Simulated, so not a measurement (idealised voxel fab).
Proc. module: voxel capacitor over wiring
Pictured: cross-section cut, 290 nm wide, on a grid of 5 nm square cells.
Think of the cross-section as a grid of square cells. We describe it in bands, top to bottom, and each band covers one or more rows of those cells. In this notation a band is specified by the heights of its top and bottom, in that order and in nm, after which its materials appear from left to right, each paired with its width in nm. The word "everywhere" attached to a single material means that material fills the band from edge to edge; the word "empty" stands for empty space. Basically, 0 is our baseline, since under it the wafer straight out of the box is all one material. The bottom band has no lower end and keeps on going down, so it looks like "z 0 and below". Graded width ("30 to 40"): value in top row of band = first number; value in bottom row = second number; row-to-row change constant. The designation "nothing changed", where it is given for a processing step, indicates that no cell of the cross-section was altered in the course of that step. "Closed void inventory": empty spaces of 8 cells or more with no open way to the top, each given as width x height at distance, distance from the left edge, all in nm. On each step's line, the part that comes after the settings is the simulator's own comment on the step. When a step includes a mask, the "overlay nm" setting on its line states how far to the right of its planned place that mask lay, and negative values state how far to the left. Each pair below shows a cross-section before one step and the cross-section after it, down to the lowest band that changed. The line under each pair gives the step between them, with its settings. The pairs can come from different runs of this module on the same starting wafer, so a pair continues from the pair above only where its "Pre-step cross-section" says so.
-- Pre-step cross-section
	z 30 to 15  80 of lowk, then 5 of TiN, then 20 of Ru, then 5 of TiN, then 70 of lowk, then 5 of TiN, then 20 of Ru, then 5 of TiN, then 80 of lowk
	z 15 to 10  80 of SiCN, then 30 of TiN, then 70 of SiCN, then 30 of TiN, then 80 of SiCN
	z 10 to 0  SiO2 everywhere
	z 0 and below  Si everywhere
	Closed void inventory: none
-- Section, Post-Step
	z 45 to 30  lowk everywhere
	Below 30, no change.
	Closed void inventory: none
Intermediate step for the cross-sections above: DIRECTIONAL_DEP with material lowk, thk nm 15
Pre-step cross-section: For the state before this step, see the after cross-section of the pair located directly above.
-- Section, Post-Step
	z 50 to 45  SiCN everywhere
	Below 45, no change.
	Closed void inventory: none
Intermediate step for the cross-sections above: CONFORMAL_DEP with material SiCN, thk nm 5
Pre-step cross-section: For the state before this step, see the after cross-section of the pair located directly above.
-- Section, Post-Step
	z 65 to 50  aC everywhere
	Below 50, no change.
	Closed void inventory: none
Intermediate step for the cross-sections above: DIRECTIONAL_DEP with material aC, thk nm 15
Pre-step cross-section: For the state before this step, see the after cross-section of the pair located directly above.
-- Section, Post-Step
	z 95 to 65  95 of resist, then 15 of empty, then 180 of resist
	Below 65, no change.
	Closed void inventory: none
Intermediate step for the cross-sections above: PATTERN with tone open, mask id PLUG_1, material resist, width nm 15, thk nm 30, overlay nm 0
Pre-step cross-section: For the state before this step, see the after cross-section of the pair located directly above.
-- Section, Post-Step
	z 80 to 65  95 of resist, then 15 of empty, then 180 of resist
	z 65 to 50  95 of aC, then 15 of empty, then 180 of aC
	Below 50, no change.
	Closed void inventory: none
Intermediate step for the cross-sections above: DIRECTIONAL_ETCH with etch materials aC, depth nm 15
Pre-step cross-section: For the state before this step, see the after cross-section of the pair located directly above.
-- Section, Post-Step
	z 65 to 50  95 of aC, then 15 of empty, then 180 of aC
	Below 50, no change.
	Closed void inventory: none
Intermediate step for the cross-sections above: STRIP with etch materials resist
Pre-step cross-section: For the state before this step, see the after cross-section of the pair located directly above.
-- Section, Post-Step
	z 65 to 50  95 of aC, then 15 of empty, then 180 of aC
	z 50 to 45  95 of SiCN, then 15 of empty, then 180 of SiCN
	Below 45, no change.
	Closed void inventory: none
Intermediate step for the cross-sections above: DIRECTIONAL_ETCH with etch materials SiCN, depth nm 5
Pre-step cross-section: For the state before this step, see the after cross-section of the pair located directly above.
-- Section, Post-Step
	z 50 to 45  95 of SiCN, then 15 of empty, then 180 of SiCN
	Below 45, no change.
	Closed void inventory: none
Intermediate step for the cross-sections above: STRIP with etch materials aC
Pre-step cross-section: For the state before this step, see the after cross-section of the pair located directly above.
-- Section, Post-Step
	z 55 to 50  95 of TiN, then 15 of empty, then 180 of TiN
	z 50 to 45  95 of SiCN, then 15 of TiN, then 180 of SiCN
	Below 45, no change.
	Closed void inventory: none
Intermediate step for the cross-sections above: DIRECTIONAL_DEP with material TiN, thk nm 5
Pre-step cross-section: For the state before this step, see the after cross-section of the pair located directly above.
-- Section, Post-Step
	z 60 to 55  95 of Al2O3, then 15 of empty, then 180 of Al2O3
	z 55 to 50  95 of TiN, then 15 of Al2O3, then 180 of TiN
	Below 50, no change.
	Closed void inventory: none
Intermediate step for the cross-sections above: DIRECTIONAL_DEP with material Al2O3, thk nm 5
Pre-step cross-section: For the state before this step, see the after cross-section of the pair located directly above.
-- Section, Post-Step
	z 70 to 65  95 of TiN, then 15 of empty, then 180 of TiN
	z 65 to 60  TiN everywhere
	z 60 to 55  95 of Al2O3, then 15 of TiN, then 180 of Al2O3
	Below 55, no change.
	Closed void inventory: none
Intermediate step for the cross-sections above: DIRECTIONAL_DEP with material TiN, thk nm 10
Pre-step cross-section: For the state before this step, see the after cross-section of the pair located directly above.
-- Section, Post-Step
	z 70 to 60  110 to 95 of empty, then 60 to 75 of TiN, then 120 of empty
	Below 60, no change.
	Closed void inventory: none
Intermediate step for the cross-sections above: MASKED_ETCH with tone cover, mask id UPPER_PLATE, width nm 75, etch materials TiN, depth nm 10, overlay nm 0
Pre-step cross-section: For the state before this step, see the after cross-section of the pair located directly above.
-- Section, Post-Step
	z 70 to 60  110 to 95 of empty, then 60 to 75 of TiN, then 120 of empty
	z 60 to 55  95 of empty, then 15 of TiN, then 60 of Al2O3, then 120 of empty
	Below 55, no change.
	Closed void inventory: none
Intermediate step for the cross-sections above: MASKED_ETCH with tone cover, mask id UPPER_PLATE, width nm 75, etch materials Al2O3, depth nm 5, overlay nm 0
Pre-step cross-section: For the state before this step, see the after cross-section of the pair located directly above.
-- Section, Post-Step
	z 85 to 80  110 of empty, then 60 of aC, then 120 of empty
	z 80 to 70  95 of empty, then 75 of aC, then 120 of empty
	z 70 to 60  110 to 95 of aC, then 60 to 75 of TiN, then 120 of aC
	z 60 to 55  95 of aC, then 15 of TiN, then 60 of Al2O3, then 120 of aC
	Below 55, no change.
	Closed void inventory: none
Intermediate step for the cross-sections above: DIRECTIONAL_DEP with material aC, thk nm 15
Pre-step cross-section: For the state before this step, see the after cross-section of the pair located directly above.
-- Section, Post-Step
	z 120 to 85  90 of empty, then 85 of resist, then 115 of empty
	z 85 to 80  90 of empty, then 20 of resist, then 60 of aC, then 5 of resist, then 115 of empty
	z 80 to 70  90 of empty, then 5 of resist, then 75 of aC, then 5 of resist, then 115 of empty
	Below 70, no change.
	Closed void inventory: none
Intermediate step for the cross-sections above: PATTERN with tone cover, mask id LOWER_PLATE, material resist, width nm 85, thk nm 35, overlay nm 0
Pre-step cross-section: For the state before this step, see the after cross-section of the pair located directly above.
-- Section, Post-Step
	z 105 to 85  90 of empty, then 85 of resist, then 115 of empty
	z 85 to 80  90 of empty, then 20 of resist, then 60 of aC, then 5 of resist, then 115 of empty
	z 80 to 70  90 of empty, then 5 of resist, then 75 of aC, then 5 of resist, then 115 of empty
	z 70 to 60  90 of empty, then 20 to 5 of aC, then 60 to 75 of TiN, then 5 of aC, then 115 of empty
	z 60 to 55  90 of empty, then 5 of aC, then 15 of TiN, then 60 of Al2O3, then 5 of aC, then 115 of empty
	Below 55, no change.
	Closed void inventory: none
Intermediate step for the cross-sections above: DIRECTIONAL_ETCH with etch materials aC, depth nm 15
Pre-step cross-section: For the state before this step, see the after cross-section of the pair located directly above.
-- Section, Post-Step
	z 85 to 80  110 of empty, then 60 of aC, then 120 of empty
	z 80 to 70  95 of empty, then 75 of aC, then 120 of empty
	Below 70, no change.
	Closed void inventory: none
Intermediate step for the cross-sections above: STRIP with etch materials resist
Pre-step cross-section: For the state before this step, see the after cross-section of the pair located directly above.
-- Section, Post-Step
	z 85 to 80  110 of empty, then 60 of aC, then 120 of empty
	z 80 to 70  95 of empty, then 75 of aC, then 120 of empty
	z 70 to 60  90 of empty, then 20 to 5 of aC, then 60 to 75 of TiN, then 5 of aC, then 115 of empty
	z 60 to 55  90 of empty, then 5 of aC, then 15 of TiN, then 60 of Al2O3, then 5 of aC, then 115 of empty
	z 55 to 50  90 of empty, then 5 of TiN, then 15 of Al2O3, then 65 of TiN, then 115 of empty
	Below 50, no change.
	Closed void inventory: none
Intermediate step for the cross-sections above: DIRECTIONAL_ETCH with etch materials TiN, depth nm 5
Pre-step cross-section: For the state before this step, see the after cross-section of the pair located directly above.
-- Section, Post-Step
	z 70 to 60  110 to 95 of empty, then 60 to 75 of TiN, then 120 of empty
	z 60 to 55  95 of empty, then 15 of TiN, then 60 of Al2O3, then 120 of empty
	Below 55, no change.
	Closed void inventory: none
Intermediate step for the cross-sections above: STRIP with etch materials aC
Pre-step cross-section: For the state before this step, see the after cross-section of the pair located directly above.
-- Section, Post-Step
	z 85 to 70  SiO2 everywhere
	z 70 to 60  110 to 95 of SiO2, then 60 to 75 of TiN, then 120 of SiO2
	z 60 to 55  95 of SiO2, then 15 of TiN, then 60 of Al2O3, then 120 of SiO2
	z 55 to 50  90 of SiO2, then 5 of TiN, then 15 of Al2O3, then 65 of TiN, then 115 of SiO2
	Below 50, no change.
	Closed void inventory: none
Intermediate step for the cross-sections above: FILL_DEP with material SiO2, thk nm 15
Pre-step cross-section: For the state before this step, see the after cross-section of the pair located directly above.
-- Section, Post-Step
	z 80 to 70  SiO2 everywhere
	Below 70, no change.
	Closed void inventory: none
Intermediate step for the cross-sections above: CMP with height nm 80
Pre-step cross-section: For the state before this step, see the after cross-section of the pair located directly above.
-- Section, Post-Step
	z 95 to 80  105 of resist, then 15 of empty, then 170 of resist
	Below 80, no change.
	Closed void inventory: none
Intermediate step for the cross-sections above: PATTERN with tone open, mask id PLUG_2, material resist, width nm 15, thk nm 15, overlay nm 0
Pre-step cross-section: For the state before this step, see the after cross-section of the pair located directly above.
-- Section, Post-Step
	z 95 to 80  105 of resist, then 15 of empty, then 170 of resist
	z 80 to 70  105 of SiO2, then 15 of empty, then 170 of SiO2
	Below 70, no change.
	Closed void inventory: none
Intermediate step for the cross-sections above: DIRECTIONAL_ETCH with etch materials SiO2, depth nm 10
Pre-step cross-section: For the state before this step, see the after cross-section of the pair located directly above.
-- Section, Post-Step
	z 80 to 70  105 of SiO2, then 15 of empty, then 170 of SiO2
	Below 70, no change.
	Closed void inventory: none
Intermediate step for the cross-sections above: STRIP with etch materials resist
Pre-step cross-section: For the state before this step, see the after cross-section of the pair located directly above.
-- Section, Post-Step
	z 85 to 80  110 of TiN, then 5 of empty, then 175 of TiN
	z 80 to 75  105 of SiO2, then 5 of TiN, then 5 of empty, then 5 of TiN, then 170 of SiO2
	z 75 to 65  105 to 110 of SiO2, then 15 to 60 of TiN, then 170 to 120 of SiO2
	Below 65, no change.
	Closed void inventory: none
Intermediate step for the cross-sections above: CONFORMAL_DEP with material TiN, thk nm 5
Pre-step cross-section: For the state before this step, see the after cross-section of the pair located directly above.
-- Section, Post-Step
	z 95 to 85  Cu everywhere
	z 85 to 80  110 of TiN, then 5 of Cu, then 175 of TiN
	z 80 to 75  105 of SiO2, then 5 of TiN, then 5 of Cu, then 5 of TiN, then 170 of SiO2
	Below 75, no change.
	Closed void inventory: none
Intermediate step for the cross-sections above: FILL_DEP with material Cu, thk nm 10
Pre-step cross-section: For the state before this step, see the after cross-section of the pair located directly above.
-- Section, Post-Step
	z 80 to 75  105 of SiO2, then 5 of TiN, then 5 of Cu, then 5 of TiN, then 170 of SiO2
	Below 75, no change.
	Closed void inventory: none
Intermediate step for the cross-sections above: CMP with height nm 80
Pre-step cross-section: For the state before this step, see the after cross-section of the pair located directly above.
-- Section, Post-Step
	z 85 to 80  SiN everywhere
	Below 80, no change.
	Closed void inventory: none
Intermediate step for the cross-sections above: CONFORMAL_DEP with material SiN, thk nm 5
-- Pre-step cross-section
	z 15 to 10  SiCN everywhere
	z 10 to 0  SiO2 everywhere
	z 0 and below  Si everywhere
	Closed void inventory: none
-- Section, Post-Step
	z 20 to 15  lowk everywhere
	Below 15, no change.
	Closed void inventory: none
Intermediate step for the cross-sections above: DIRECTIONAL_DEP with material lowk, thk nm 5
Pre-step cross-section: For the state before this step, see the after cross-section of the pair located directly above.
-- Section, Post-Step
	z 20 to 15  80 of lowk, then 30 of empty, then 70 of lowk, then 30 of empty, then 80 of lowk
	Below 15, no change.
	Closed void inventory: none
Intermediate step for the cross-sections above: MASKED_ETCH with tone open, mask id METAL_1, width nm 30, pitch nm 100, etch materials lowk, depth nm 15, overlay nm 0
Pre-step cross-section: For the state before this step, see the after cross-section of the pair located directly above.
-- Section, Post-Step
	z 20 to 15  80 of lowk, then 30 of empty, then 70 of lowk, then 30 of empty, then 80 of lowk
	z 15 to 10  80 of SiCN, then 30 of empty, then 70 of SiCN, then 30 of empty, then 80 of SiCN
	Below 10, no change.
	Closed void inventory: none
Intermediate step for the cross-sections above: MASKED_ETCH with tone open, mask id METAL_1, width nm 30, pitch nm 100, etch materials SiCN, depth nm 5, overlay nm 0
Pre-step cross-section: For the state before this step, see the after cross-section of the pair located directly above.
-- Section, Post-Step
	z 25 to 20  85 of TiN, then 20 of empty, then 80 of TiN, then 20 of empty, then 85 of TiN
	z 20 to 15  80 of lowk, then 5 of TiN, then 20 of empty, then 5 of TiN, then 70 of lowk, then 5 of TiN, then 20 of empty, then 5 of TiN, then 80 of lowk
	z 15 to 10  80 of SiCN, then 30 of TiN, then 70 of SiCN, then 30 of TiN, then 80 of SiCN
	Below 10, no change.
	Closed void inventory: none
Intermediate step for the cross-sections above: CONFORMAL_DEP with material TiN, thk nm 5
Pre-step cross-section: For the state before this step, see the after cross-section of the pair located directly above.
-- Section, Post-Step
	z 35 to 25  Ru everywhere
	z 25 to 20  85 of TiN, then 20 of Ru, then 80 of TiN, then 20 of Ru, then 85 of TiN
	z 20 to 15  80 of lowk, then 5 of TiN, then 20 of Ru, then 5 of TiN, then 70 of lowk, then 5 of TiN, then 20 of Ru, then 5 of TiN, then 80 of lowk
	Below 15, no change.
	Closed void inventory: none
Intermediate step for the cross-sections above: FILL_DEP with material Ru, thk nm 10
Pre-step cross-section: For the state before this step, see the after cross-section of the pair located directly above.
-- Section, Post-Step
	z 30 to 25  Ru everywhere
	Below 25, no change.
	Closed void inventory: none
Intermediate step for the cross-sections above: CMP with height nm 30
Pre-step cross-section: For the state before this step, see the after cross-section of the pair located directly above.
-- Section, Post-Step
	z 35 to 30  SiCN everywhere
	Below 30, no change.
	Closed void inventory: none
Intermediate step for the cross-sections above: CONFORMAL_DEP with material SiCN, thk nm 5
Pre-step cross-section: For the state before this step, see the after cross-section of the pair located directly above.
-- Section, Post-Step
	z 50 to 35  lowk everywhere
	Below 35, no change.
	Closed void inventory: none
Intermediate step for the cross-sections above: DIRECTIONAL_DEP with material lowk, thk nm 15
Pre-step cross-section: For the state before this step, see the after cross-section of the pair located directly above.
-- Section, Post-Step
	z 65 to 50  aC everywhere
	Below 50, no change.
	Closed void inventory: none
Intermediate step for the cross-sections above: DIRECTIONAL_DEP with material aC, thk nm 15
Pre-step cross-section: For the state before this step, see the after cross-section of the pair located directly above.
-- Section, Post-Step
	z 95 to 65  95 of resist, then 15 of empty, then 180 of resist
	Below 65, no change.
	Closed void inventory: none
Intermediate step for the cross-sections above: PATTERN with tone open, mask id PLUG_1, material resist, width nm 15, thk nm 30, overlay nm 0
Pre-step cross-section: For the state before this step, see the after cross-section of the pair located directly above.
-- Section, Post-Step
	z 80 to 65  95 of resist, then 15 of empty, then 180 of resist
	z 65 to 50  95 of aC, then 15 of empty, then 180 of aC
	Below 50, no change.
	Closed void inventory: none
Intermediate step for the cross-sections above: DIRECTIONAL_ETCH with etch materials aC, depth nm 15
Pre-step cross-section: For the state before this step, see the after cross-section of the pair located directly above.
-- Section, Post-Step
	z 65 to 50  95 of aC, then 15 of empty, then 180 of aC
	Below 50, no change.
	Closed void inventory: none
Intermediate step for the cross-sections above: STRIP with etch materials resist
Pre-step cross-section: For the state before this step, see the after cross-section of the pair located directly above.
-- Section, Post-Step
	z 65 to 50  95 of aC, then 15 of empty, then 180 of aC
	z 50 to 35  95 of lowk, then 15 of empty, then 180 of lowk
	Below 35, no change.
	Closed void inventory: none
Intermediate step for the cross-sections above: DIRECTIONAL_ETCH with etch materials lowk, depth nm 15
Pre-step cross-section: For the state before this step, see the after cross-section of the pair located directly above.
-- Section, Post-Step
	z 65 to 50  95 of aC, then 15 of empty, then 180 of aC
	z 50 to 35  95 of lowk, then 15 of empty, then 180 of lowk
	z 35 to 30  95 of SiCN, then 15 of empty, then 180 of SiCN
	Below 30, no change.
	Closed void inventory: none
Intermediate step for the cross-sections above: DIRECTIONAL_ETCH with etch materials SiCN, depth nm 5
Pre-step cross-section: For the state before this step, see the after cross-section of the pair located directly above.
-- Section, Post-Step
	z 50 to 35  95 of lowk, then 15 of empty, then 180 of lowk
	Below 35, no change.
	Closed void inventory: none
Intermediate step for the cross-sections above: STRIP with etch materials aC
Pre-step cross-section: For the state before this step, see the after cross-section of the pair located directly above.
-- Section, Post-Step
	z 50 to 40  95 of lowk, then 15 of empty, then 180 of lowk
	z 40 to 35  95 of lowk, then 15 of Ru, then 180 of lowk
	z 35 to 30  95 of SiCN, then 15 of Ru, then 180 of SiCN
	Below 30, no change.
	Closed void inventory: none
Intermediate step for the cross-sections above: EPI with material Ru, thk nm 10
Pre-step cross-section: For the state before this step, see the after cross-section of the pair located directly above.
-- Section, Post-Step
	z 50 to 35  95 of lowk, then 15 of Ru, then 180 of lowk
	Below 35, no change.
	Closed void inventory: none
Intermediate step for the cross-sections above: EPI with material Ru, thk nm 10
Pre-step cross-section: For the state before this step, see the after cross-section of the pair located directly above.
-- Section, Post-Step
	z 55 to 50  TiN everywhere
	Below 50, no change.
	Closed void inventory: none
Intermediate step for the cross-sections above: DIRECTIONAL_DEP with material TiN, thk nm 5
Pre-step cross-section: For the state before this step, see the after cross-section of the pair located directly above.
-- Section, Post-Step
	z 60 to 55  Al2O3 everywhere
	Below 55, no change.
	Closed void inventory: none
Intermediate step for the cross-sections above: DIRECTIONAL_DEP with material Al2O3, thk nm 5
Pre-step cross-section: For the state before this step, see the after cross-section of the pair located directly above.
-- Section, Post-Step
	z 70 to 60  TiN everywhere
	Below 60, no change.
	Closed void inventory: none
Intermediate step for the cross-sections above: DIRECTIONAL_DEP with material TiN, thk nm 10
Pre-step cross-section: For the state before this step, see the after cross-section of the pair located directly above.
-- Section, Post-Step
	z 70 to 60  95 of empty, then 75 of TiN, then 120 of empty
	Below 60, no change.
	Closed void inventory: none
Intermediate step for the cross-sections above: MASKED_ETCH with tone cover, mask id UPPER_PLATE, width nm 75, etch materials TiN, depth nm 10, overlay nm 0
Pre-step cross-section: For the state before this step, see the after cross-section of the pair located directly above.
-- Section, Post-Step
	z 70 to 60  95 of empty, then 75 of TiN, then 120 of empty
	z 60 to 55  95 of empty, then 75 of Al2O3, then 120 of empty
	Below 55, no change.
	Closed void inventory: none
Intermediate step for the cross-sections above: MASKED_ETCH with tone cover, mask id UPPER_PLATE, width nm 75, etch materials Al2O3, depth nm 5, overlay nm 0
Pre-step cross-section: For the state before this step, see the after cross-section of the pair located directly above.
-- Section, Post-Step
	z 85 to 70  95 of empty, then 75 of aC, then 120 of empty
	z 70 to 60  95 of aC, then 75 of TiN, then 120 of aC
	z 60 to 55  95 of aC, then 75 of Al2O3, then 120 of aC
	Below 55, no change.
	Closed void inventory: none
Intermediate step for the cross-sections above: DIRECTIONAL_DEP with material aC, thk nm 15
Pre-step cross-section: For the state before this step, see the after cross-section of the pair located directly above.
-- Section, Post-Step
	z 120 to 85  90 of empty, then 85 of resist, then 115 of empty
	z 85 to 70  90 of empty, then 5 of resist, then 75 of aC, then 5 of resist, then 115 of empty
	Below 70, no change.
	Closed void inventory: none
Intermediate step for the cross-sections above: PATTERN with tone cover, mask id LOWER_PLATE, material resist, width nm 85, thk nm 35, overlay nm 0
Pre-step cross-section: For the state before this step, see the after cross-section of the pair located directly above.
-- Section, Post-Step
	z 105 to 85  90 of empty, then 85 of resist, then 115 of empty
	z 85 to 70  90 of empty, then 5 of resist, then 75 of aC, then 5 of resist, then 115 of empty
	z 70 to 60  90 of empty, then 5 of aC, then 75 of TiN, then 5 of aC, then 115 of empty
	z 60 to 55  90 of empty, then 5 of aC, then 75 of Al2O3, then 5 of aC, then 115 of empty
	Below 55, no change.
	Closed void inventory: none
Intermediate step for the cross-sections above: DIRECTIONAL_ETCH with etch materials aC, depth nm 15
Pre-step cross-section: For the state before this step, see the after cross-section of the pair located directly above.
-- Section, Post-Step
	z 85 to 70  95 of empty, then 75 of aC, then 120 of empty
	Below 70, no change.
	Closed void inventory: none
Intermediate step for the cross-sections above: STRIP with etch materials resist
Pre-step cross-section: For the state before this step, see the after cross-section of the pair located directly above.
-- Section, Post-Step
	z 85 to 70  95 of empty, then 75 of aC, then 120 of empty
	z 70 to 60  90 of empty, then 5 of aC, then 75 of TiN, then 5 of aC, then 115 of empty
	z 60 to 55  90 of empty, then 5 of aC, then 75 of Al2O3, then 5 of aC, then 115 of empty
	z 55 to 50  90 of empty, then 85 of TiN, then 115 of empty
	Below 50, no change.
	Closed void inventory: none
Intermediate step for the cross-sections above: DIRECTIONAL_ETCH with etch materials TiN, depth nm 5
Pre-step cross-section: For the state before this step, see the after cross-section of the pair located directly above.
-- Section, Post-Step
	z 70 to 60  95 of empty, then 75 of TiN, then 120 of empty
	z 60 to 55  95 of empty, then 75 of Al2O3, then 120 of empty
	Below 55, no change.
	Closed void inventory: none
Intermediate step for the cross-sections above: STRIP with etch materials aC
Pre-step cross-section: For the state before this step, see the after cross-section of the pair located directly above.
-- Section, Post-Step
	z 85 to 70  SiO2 everywhere
	z 70 to 60  95 of SiO2, then 75 of TiN, then 120 of SiO2
	z 60 to 55  95 of SiO2, then 75 of Al2O3, then 120 of SiO2
	z 55 to 50  90 of SiO2, then 85 of TiN, then 115 of SiO2
	Below 50, no change.
	Closed void inventory: none
Intermediate step for the cross-sections above: FILL_DEP with material SiO2, thk nm 15
Pre-step cross-section: For the state before this step, see the after cross-section of the pair located directly above.
-- Section, Post-Step
	z 80 to 70  SiO2 everywhere
	Below 70, no change.
	Closed void inventory: none
Intermediate step for the cross-sections above: CMP with height nm 80
Pre-step cross-section: For the state before this step, see the after cross-section of the pair located directly above.
-- Section, Post-Step
	z 95 to 80  105 of resist, then 15 of empty, then 170 of resist
	Below 80, no change.
	Closed void inventory: none
Intermediate step for the cross-sections above: PATTERN with tone open, mask id PLUG_2, material resist, width nm 15, thk nm 15, overlay nm 0
Pre-step cross-section: For the state before this step, see the after cross-section of the pair located directly above.
-- Section, Post-Step
	z 95 to 80  105 of resist, then 15 of empty, then 170 of resist
	z 80 to 70  105 of SiO2, then 15 of empty, then 170 of SiO2
	Below 70, no change.
	Closed void inventory: none
Intermediate step for the cross-sections above: DIRECTIONAL_ETCH with etch materials SiO2, depth nm 10
Pre-step cross-section: For the state before this step, see the after cross-section of the pair located directly above.
-- Section, Post-Step
	z 80 to 70  105 of SiO2, then 15 of empty, then 170 of SiO2
	Below 70, no change.
	Closed void inventory: none
Intermediate step for the cross-sections above: STRIP with etch materials resist
Pre-step cross-section: For the state before this step, see the after cross-section of the pair located directly above.
-- Section, Post-Step
	z 85 to 80  110 of TiN, then 5 of empty, then 175 of TiN
	z 80 to 75  105 of SiO2, then 5 of TiN, then 5 of empty, then 5 of TiN, then 170 of SiO2
	z 75 to 70  105 of SiO2, then 15 of TiN, then 170 of SiO2
	Below 70, no change.
	Closed void inventory: none
Intermediate step for the cross-sections above: CONFORMAL_DEP with material TiN, thk nm 5
Pre-step cross-section: For the state before this step, see the after cross-section of the pair located directly above.
-- Section, Post-Step
	z 95 to 85  Cu everywhere
	z 85 to 80  110 of TiN, then 5 of Cu, then 175 of TiN
	z 80 to 75  105 of SiO2, then 5 of TiN, then 5 of Cu, then 5 of TiN, then 170 of SiO2
	Below 75, no change.
	Closed void inventory: none
Intermediate step for the cross-sections above: FILL_DEP with material Cu, thk nm 10
Pre-step cross-section: For the state before this step, see the after cross-section of the pair located directly above.
-- Section, Post-Step
	z 80 to 75  105 of SiO2, then 5 of TiN, then 5 of Cu, then 5 of TiN, then 170 of SiO2
	Below 75, no change.
	Closed void inventory: none
Intermediate step for the cross-sections above: CMP with height nm 80
Pre-step cross-section: For the state before this step, see the after cross-section of the pair located directly above.
-- Section, Post-Step
	z 85 to 80  SiN everywhere
	Below 80, no change.
	Closed void inventory: none
Intermediate step for the cross-sections above: CONFORMAL_DEP with material SiN, thk nm 5
-- Pre-step cross-section
	z 85 to 70  95 of empty, then 75 of aC, then 120 of empty
	z 70 to 60  95 of aC, then 75 of TiN, then 120 of aC
	z 60 to 55  95 of aC, then 75 of Al2O3, then 120 of aC
	z 55 to 50  TiN everywhere
	z 50 to 35  95 of lowk, then 15 of Ru, then 180 of lowk
	z 35 to 30  95 of SiCN, then 15 of Ru, then 180 of SiCN
	z 30 to 15  80 of lowk, then 5 of TiN, then 20 of Ru, then 5 of TiN, then 70 of lowk, then 5 of TiN, then 20 of Ru, then 5 of TiN, then 80 of lowk
	z 15 to 10  80 of SiCN, then 30 of TiN, then 70 of SiCN, then 30 of TiN, then 80 of SiCN
	z 10 to 0  SiO2 everywhere
	z 0 and below  Si everywhere
	Closed void inventory: none
-- Section, Post-Step
	z 120 to 85  95 of empty, then 75 of resist, then 120 of empty
	Below 85, no change.
	Closed void inventory: none
Intermediate step for the cross-sections above: PATTERN with tone cover, mask id LOWER_PLATE, material resist, width nm 75, thk nm 35, overlay nm 0
Pre-step cross-section: For the state before this step, see the after cross-section of the pair located directly above.
-- Section, Post-Step
	z 105 to 85  95 of empty, then 75 of resist, then 120 of empty
	z 85 to 70  95 of empty, then 75 of aC, then 120 of empty
	z 70 to 60  95 of empty, then 75 of TiN, then 120 of empty
	z 60 to 55  95 of empty, then 75 of Al2O3, then 120 of empty
	Below 55, no change.
	Closed void inventory: none
Intermediate step for the cross-sections above: DIRECTIONAL_ETCH with etch materials aC, depth nm 15
Pre-step cross-section: For the state before this step, see the after cross-section of the pair located directly above.
-- Section, Post-Step
	z 85 to 70  95 of empty, then 75 of aC, then 120 of empty
	Below 70, no change.
	Closed void inventory: none
Intermediate step for the cross-sections above: STRIP with etch materials resist
Pre-step cross-section: For the state before this step, see the after cross-section of the pair located directly above.
-- Section, Post-Step
	z 85 to 70  95 of empty, then 75 of aC, then 120 of empty
	z 70 to 60  95 of empty, then 75 of TiN, then 120 of empty
	z 60 to 55  95 of empty, then 75 of Al2O3, then 120 of empty
	z 55 to 50  95 of empty, then 75 of TiN, then 120 of empty
	Below 50, no change.
	Closed void inventory: none
Intermediate step for the cross-sections above: DIRECTIONAL_ETCH with etch materials TiN, depth nm 5
Pre-step cross-section: For the state before this step, see the after cross-section of the pair located directly above.
-- Section, Post-Step
	z 70 to 60  95 of empty, then 75 of TiN, then 120 of empty
	Below 60, no change.
	Closed void inventory: none
Intermediate step for the cross-sections above: STRIP with etch materials aC
Pre-step cross-section: For the state before this step, see the after cross-section of the pair located directly above.
-- Section, Post-Step
	z 85 to 70  SiO2 everywhere
	z 70 to 60  95 of SiO2, then 75 of TiN, then 120 of SiO2
	z 60 to 55  95 of SiO2, then 75 of Al2O3, then 120 of SiO2
	z 55 to 50  95 of SiO2, then 75 of TiN, then 120 of SiO2
	Below 50, no change.
	Closed void inventory: none
Intermediate step for the cross-sections above: FILL_DEP with material SiO2, thk nm 15
Pre-step cross-section: For the state before this step, see the after cross-section of the pair located directly above.
-- Section, Post-Step
	z 80 to 70  SiO2 everywhere
	Below 70, no change.
	Closed void inventory: none
Intermediate step for the cross-sections above: CMP with height nm 80
Pre-step cross-section: For the state before this step, see the after cross-section of the pair located directly above.
-- Section, Post-Step
	z 95 to 80  105 of resist, then 15 of empty, then 170 of resist
	Below 80, no change.
	Closed void inventory: none
Intermediate step for the cross-sections above: PATTERN with tone open, mask id PLUG_2, material resist, width nm 15, thk nm 15, overlay nm 0
Pre-step cross-section: For the state before this step, see the after cross-section of the pair located directly above.
-- Section, Post-Step
	z 95 to 80  105 of resist, then 15 of empty, then 170 of resist
	z 80 to 70  105 of SiO2, then 15 of empty, then 170 of SiO2
	Below 70, no change.
	Closed void inventory: none
Intermediate step for the cross-sections above: DIRECTIONAL_ETCH with etch materials SiO2, depth nm 10
Pre-step cross-section: For the state before this step, see the after cross-section of the pair located directly above.
-- Section, Post-Step
	z 80 to 70  105 of SiO2, then 15 of empty, then 170 of SiO2
	Below 70, no change.
	Closed void inventory: none
Intermediate step for the cross-sections above: STRIP with etch materials resist
Pre-step cross-section: For the state before this step, see the after cross-section of the pair located directly above.
-- Section, Post-Step
	z 85 to 80  110 of TiN, then 5 of empty, then 175 of TiN
	z 80 to 75  105 of SiO2, then 5 of TiN, then 5 of empty, then 5 of TiN, then 170 of SiO2
	z 75 to 70  105 of SiO2, then 15 of TiN, then 170 of SiO2
	Below 70, no change.
	Closed void inventory: none
Intermediate step for the cross-sections above: CONFORMAL_DEP with material TiN, thk nm 5
Pre-step cross-section: For the state before this step, see the after cross-section of the pair located directly above.
-- Section, Post-Step
	z 95 to 85  Cu everywhere
	z 85 to 80  110 of TiN, then 5 of Cu, then 175 of TiN
	z 80 to 75  105 of SiO2, then 5 of TiN, then 5 of Cu, then 5 of TiN, then 170 of SiO2
	Below 75, no change.
	Closed void inventory: none
Intermediate step for the cross-sections above: FILL_DEP with material Cu, thk nm 10
Pre-step cross-section: For the state before this step, see the after cross-section of the pair located directly above.
-- Section, Post-Step
	z 80 to 75  105 of SiO2, then 5 of TiN, then 5 of Cu, then 5 of TiN, then 170 of SiO2
	Below 75, no change.
	Closed void inventory: none
Intermediate step for the cross-sections above: CMP with height nm 80
Pre-step cross-section: For the state before this step, see the after cross-section of the pair located directly above.
-- Section, Post-Step
	z 85 to 80  SiN everywhere
	Below 80, no change.
	Closed void inventory: none
Intermediate step for the cross-sections above: CONFORMAL_DEP with material SiN, thk nm 5
